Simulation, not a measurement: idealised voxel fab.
Process module name: voxel gate over fins
270 nm wide, 5 nm square cells: that's cross-section cut.
Cross-section format: a grid of square cells, given as bands from top to bottom; each band is one or more rows of cells. Heights first: top, then bottom, in nm. Then materials, left to right, each with a width in nm. "throughout" on a single material: fills the band edge to edge. "air": empty space. All heights in this document are referenced to 0, defined as the level beneath which the wafer, as received, consists entirely of one material. The lowest band is not bounded below; it extends indefinitely downward and is written in the form "0 -> down". Quick explanation for "30->40": the width changes in equal steps down the rows of cells, from the first number in the band's top row to the second number in its bottom row. "same as before" means the step left every cell of the cross-section as it was. Entry "Enclosed cavities" = empty spaces >= 8 cells with no open way to the top; each as width x height at distance, distance from left edge, all nm. Formally, on a step line, whatever follows the settings is a remark that the simulator itself makes on the step. The setting "overlay nm" may be written on the line of a step. When the step uses a mask, the value reports how far to the right of the planned place the mask lay, and a negative value reports that it lay to the left.
PROCESS STEPS (PLANNED)
1,RECEIVE, material Si
2,CONFORMAL_DEP, material SiN, thk nm 5
3,PATTERN, tone cover, mask id FINS, material resist, width nm 15, pitch nm 40, thk nm 15, overlay nm 0
4,DIRECTIONAL_ETCH, etch materials SiN, depth nm 5
5,DIRECTIONAL_ETCH, etch materials Si, depth nm 30
6,STRIP, etch materials resist
7,OXIDIZE, depth nm 5
8,FILL_DEP, material SiO2, thk nm 10
9,CMP, height nm 5
10,SELECTIVE_ETCH, etch materials SiO2, depth nm 15
11,STRIP, etch materials SiN
12,CONFORMAL_DEP, material HfO2, thk nm 5
13,CONFORMAL_DEP, material TiN, thk nm 5
14,FILL_DEP, material W, thk nm 10
15,CMP, height nm 15
16,CONFORMAL_DEP, material SiN, thk nm 5
FIRST OF THE TWO WAFERS, RUN PER PLAN
THIS IS THE CROSS-SECTION OF THE WAFER AS WE RECEIVED IT, I.E. AFTER STEP 1
    0 -> down = Si throughout
    Enclosed cavities: none
YOU'RE LOOKING AT A CROSS-SECTION OF THE WAFER AFTER STEP 2
    5 -> 0 = SiN throughout
    Anything lower than 0 is untouched.
YOU'RE LOOKING AT A CROSS-SECTION OF THE WAFER AFTER STEP 3
    20 -> 5 = air=85, resist=15, air=25, resist=15, air=25, resist=15, air=90
    Anything lower than 5 is untouched.
YOU'RE LOOKING AT A CROSS-SECTION OF THE WAFER AFTER STEP 4
    20 -> 5 = air=85, resist=15, air=25, resist=15, air=25, resist=15, air=90
    5 -> 0 = air=85, SiN=15, air=25, SiN=15, air=25, SiN=15, air=90
    Anything lower than 0 is untouched.
YOU'RE LOOKING AT A CROSS-SECTION OF THE WAFER AFTER STEP 5
    20 -> 5 = air=85, resist=15, air=25, resist=15, air=25, resist=15, air=90
    5 -> 0 = air=85, SiN=15, air=25, SiN=15, air=25, SiN=15, air=90
    0 -> -30 = air=85, Si=15, air=25, Si=15, air=25, Si=15, air=90
    Anything lower than -30 is untouched.
YOU'RE LOOKING AT A CROSS-SECTION OF THE WAFER AFTER STEP 6
    5 -> 0 = air=85, SiN=15, air=25, SiN=15, air=25, SiN=15, air=90
    Anything lower than 0 is untouched.
YOU'RE LOOKING AT A CROSS-SECTION OF THE WAFER AFTER STEP 7
    5 -> 0 = air=85, SiN=15, air=25, SiN=15, air=25, SiN=15, air=90
    0 -> -30 = air=85, SiO2=5, Si=5, SiO2=5, air=25, SiO2=5, Si=5, SiO2=5, air=25, SiO2=5, Si=5, SiO2=5, air=90
    -30 -> -35 = SiO2=90, Si=5, SiO2=35, Si=5, SiO2=35, Si=5, SiO2=95
    Anything lower than -35 is untouched.
YOU'RE LOOKING AT A CROSS-SECTION OF THE WAFER AFTER STEP 8
    15 -> 5 = SiO2 throughout
    5 -> 0 = SiO2=85, SiN=15, SiO2=25, SiN=15, SiO2=25, SiN=15, SiO2=90
    0 -> -35 = SiO2=90, Si=5, SiO2=35, Si=5, SiO2=35, Si=5, SiO2=95
    Anything lower than -35 is untouched.
YOU'RE LOOKING AT A CROSS-SECTION OF THE WAFER AFTER STEP 9
    5 -> 0 = SiO2=85, SiN=15, SiO2=25, SiN=15, SiO2=25, SiN=15, SiO2=90
    Anything lower than 0 is untouched.
YOU'RE LOOKING AT A CROSS-SECTION OF THE WAFER AFTER STEP 10
    5 -> 0 = air=85, SiN=15, air=25, SiN=15, air=25, SiN=15, air=90
    0 -> -10 = air=90, Si=5, air=35, Si=5, air=35, Si=5, air=95
    Anything lower than -10 is untouched.
YOU'RE LOOKING AT A CROSS-SECTION OF THE WAFER AFTER STEP 11
    0 -> -10 = air=90, Si=5, air=35, Si=5, air=35, Si=5, air=95
    Anything lower than -10 is untouched.
YOU'RE LOOKING AT A CROSS-SECTION OF THE WAFER AFTER STEP 12
    5 -> 0 = air=85, HfO2=15, air=25, HfO2=15, air=25, HfO2=15, air=90
    0 -> -5 = air=85, HfO2=5, Si=5, HfO2=5, air=25, HfO2=5, Si=5, HfO2=5, air=25, HfO2=5, Si=5, HfO2=5, air=90
    -5 -> -10 = HfO2=90, Si=5, HfO2=35, Si=5, HfO2=35, Si=5, HfO2=95
    Anything lower than -10 is untouched.
YOU'RE LOOKING AT A CROSS-SECTION OF THE WAFER AFTER STEP 13
    10 -> 5 = air=80, TiN=25, air=15, TiN=25, air=15, TiN=25, air=85
    5 -> 0 = air=80, TiN=5, HfO2=15, TiN=5, air=15, TiN=5, HfO2=15, TiN=5, air=15, TiN=5, HfO2=15, TiN=5, air=85
    0 -> -5 = TiN=85, HfO2=5, Si=5, HfO2=5, TiN=25, HfO2=5, Si=5, HfO2=5, TiN=25, HfO2=5, Si=5, HfO2=5, TiN=90
    Anything lower than -5 is untouched.
YOU'RE LOOKING AT A CROSS-SECTION OF THE WAFER AFTER STEP 14
    20 -> 10 = W throughout
    10 -> 5 = W=80, TiN=25, W=15, TiN=25, W=15, TiN=25, W=85
    5 -> 0 = W=80, TiN=5, HfO2=15, TiN=5, W=15, TiN=5, HfO2=15, TiN=5, W=15, TiN=5, HfO2=15, TiN=5, W=85
    Anything lower than 0 is untouched.
YOU'RE LOOKING AT A CROSS-SECTION OF THE WAFER AFTER STEP 15
    15 -> 10 = W throughout
    Anything lower than 10 is untouched.
YOU'RE LOOKING AT A CROSS-SECTION OF THE WAFER AFTER STEP 16
    20 -> 15 = SiN throughout
    Anything lower than 15 is untouched.
IT IS TO BE NOTED THAT THE SECOND WAFER PROCEEDED FROM THE SAME INITIAL STATE AND ACCORDING TO THE SAME PLAN AS THE FIRST, ALTHOUGH ONE MISTAKE WAS COMMITTED IN ITS EXECUTION; THROUGH STEP 14, INCLUSIVE, THE TWO WAFERS SHARE AN IDENTICAL HISTORY
SECOND WAFER: CROSS-SECTION AT THE SCHEDULED END OF STEP 15
    10 -> 5 = W=80, TiN=25, W=15, TiN=25, W=15, TiN=25, W=85
    Anything lower than 5 is untouched.
SECOND WAFER: CROSS-SECTION AT THE SCHEDULED END OF STEP 16
    15 -> 10 = SiN throughout
    Anything lower than 10 is untouched.
What broke from the plan during processing? step 15 ran as: CMP, height nm 10
Final difference in cells, second wafer against first, listed per material as more or fewer: -54 W
